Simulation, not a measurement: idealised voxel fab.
Documented hereafter: the process module known as voxel self aligned contacts.
This is section cut - it's 295 nm across, gridded in 5 nm square cells.
Square cells in a grid make up a cross-section in this document, and the grid is given as bands, listed from the top down, each one or more rows of cells.
A band entry consists of two parts. The first gives the height of the band's top and the height of its bottom, in nm. The rest lists the band's materials from left to right, each with its width in nm. A single material labelled with the word "everywhere" fills the band from edge to edge, and the word "air" marks empty space.
Beneath 0, the wafer as received is one material, and that level is where height counting begins. The lowest band goes on downward without a bottom; it is written like "0 nm and below".
Per-row width for "30 to 40": begins at first number (top row of band), ends at second number (bottom row), increment between rows held constant.
The designation "stayed the same", where it is given for a processing step, indicates that no cell of the cross-section was altered in the course of that step.
"Sealed-off cavities" contains a list of empty spaces, each no smaller than 8 cells and without an open way to the top, written in the form width x height at distance with the distance from the left edge and all three in nm.
What comes after the settings on a step's line is commentary from the simulator itself on that step.
overlay nm: on a step with a mask, how far right of its planned place the mask lay; negative means left.
STEPS IN THE PROCESS PLAN
1,RECEIVE: material Si
2,OXIDIZE: depth nm 5
3,DIRECTIONAL_DEP: material polySi, thk nm 30
4,DIRECTIONAL_DEP: material SiN, thk nm 20
5,DIRECTIONAL_DEP: material aC, thk nm 10
6,PATTERN: tone cover, mask id GATE, material resist, width nm 25, pitch nm 50, thk nm 25, overlay nm 0
7,DIRECTIONAL_ETCH: etch materials aC, depth nm 10
8,STRIP: etch materials resist
9,DIRECTIONAL_ETCH: etch materials SiN, depth nm 20
10,DIRECTIONAL_ETCH: etch materials polySi, depth nm 30
11,STRIP: etch materials aC
12,CONFORMAL_DEP: material SiN, thk nm 5
13,DIRECTIONAL_ETCH: etch materials SiN, depth nm 5
14,FILL_DEP: material SiO2, thk nm 15
15,CMP: height nm 60
16,DIRECTIONAL_DEP: material aC, thk nm 15
17,PATTERN: tone open, mask id CONTACT, material resist, width nm 35, pitch nm 50, thk nm 30, overlay nm 0
18,DIRECTIONAL_ETCH: etch materials aC, depth nm 15
19,STRIP: etch materials resist
20,DIRECTIONAL_ETCH: etch materials SiO2, depth nm 65
21,STRIP: etch materials aC
22,CONFORMAL_DEP: material TiN, thk nm 5
23,FILL_DEP: material Ru, thk nm 5
24,CMP: height nm 60
25,CONFORMAL_DEP: material SiN, thk nm 5
THIS IS THE CROSS-SECTION OF THE WAFER AS WE RECEIVED IT, I.E. AFTER STEP 1
> 0 nm and below  Si everywhere
> Sealed-off cavities: none
CROSS-SECTIONAL IMAGE OF THE FIRST OF TWO WAFERS AT THE END OF THE MODULE, THE RUN HAVING PROCEEDED AS PLANNED
> 65 nm to 60 nm  SiN everywhere
> 60 nm to 50 nm  105 nm SiO2 / 5 to 15 nm TiN / 25 to 5 nm Ru / 5 to 15 nm TiN / 15 nm SiO2 / 5 to 15 nm TiN / 25 to 5 nm Ru / 5 to 15 nm TiN / 105 nm SiO2
> 50 nm to 30 nm  80 nm SiO2 / 35 nm SiN / 5 nm TiN / 5 nm Ru / 5 nm TiN / 35 nm SiN / 5 nm TiN / 5 nm Ru / 5 nm TiN / 35 nm SiN / 80 nm SiO2
> 30 nm to 0 nm  80 nm SiO2 / 5 nm SiN / 25 nm polySi / 5 nm SiN / 5 nm TiN / 5 nm Ru / 5 nm TiN / 5 nm SiN / 25 nm polySi / 5 nm SiN / 5 nm TiN / 5 nm Ru / 5 nm TiN / 5 nm SiN / 25 nm polySi / 5 nm SiN / 80 nm SiO2
> 0 nm to -5 nm  115 nm SiO2 / 15 nm TiN / 35 nm SiO2 / 15 nm TiN / 115 nm SiO2
> -5 nm and below  Si everywhere
> Sealed-off cavities: none
CROSS-SECTION, WAFER TWO OF TWO, END OF MODULE: SAME START AND PLAN AS WAFER ONE, ONE ERROR IN EXECUTION
> 65 nm to 60 nm  SiN everywhere
> 60 nm to 50 nm  105 nm SiO2 / 5 to 10 nm TiN / 25 to 15 nm Ru / 5 to 10 nm TiN / 15 nm SiO2 / 5 to 10 nm TiN / 25 to 15 nm Ru / 5 to 10 nm TiN / 105 nm SiO2
> 50 nm to 30 nm  85 nm SiO2 / 25 nm SiN / 5 nm TiN / 15 nm Ru / 5 nm TiN / 25 nm SiN / 5 nm TiN / 15 nm Ru / 5 nm TiN / 25 nm SiN / 85 nm SiO2
> 30 nm to 0 nm  85 nm SiO2 / 25 nm polySi / 5 nm TiN / 15 nm Ru / 5 nm TiN / 25 nm polySi / 5 nm TiN / 15 nm Ru / 5 nm TiN / 25 nm polySi / 85 nm SiO2
> 0 nm to -5 nm  110 nm SiO2 / 25 nm TiN / 25 nm SiO2 / 25 nm TiN / 110 nm SiO2
> -5 nm and below  Si everywhere
> Sealed-off cavities: none
It is concluded that the wafer was processed incorrectly with respect to the plan, in that so step 12 ended up running with a different setting than we planned, it ran as CONFORMAL_DEP: material SiO2, thk nm 5
Count the cells at the end and the second wafer has more or fewer of some materials than the first: +44 Ru; -60 SiN; +16 SiO2
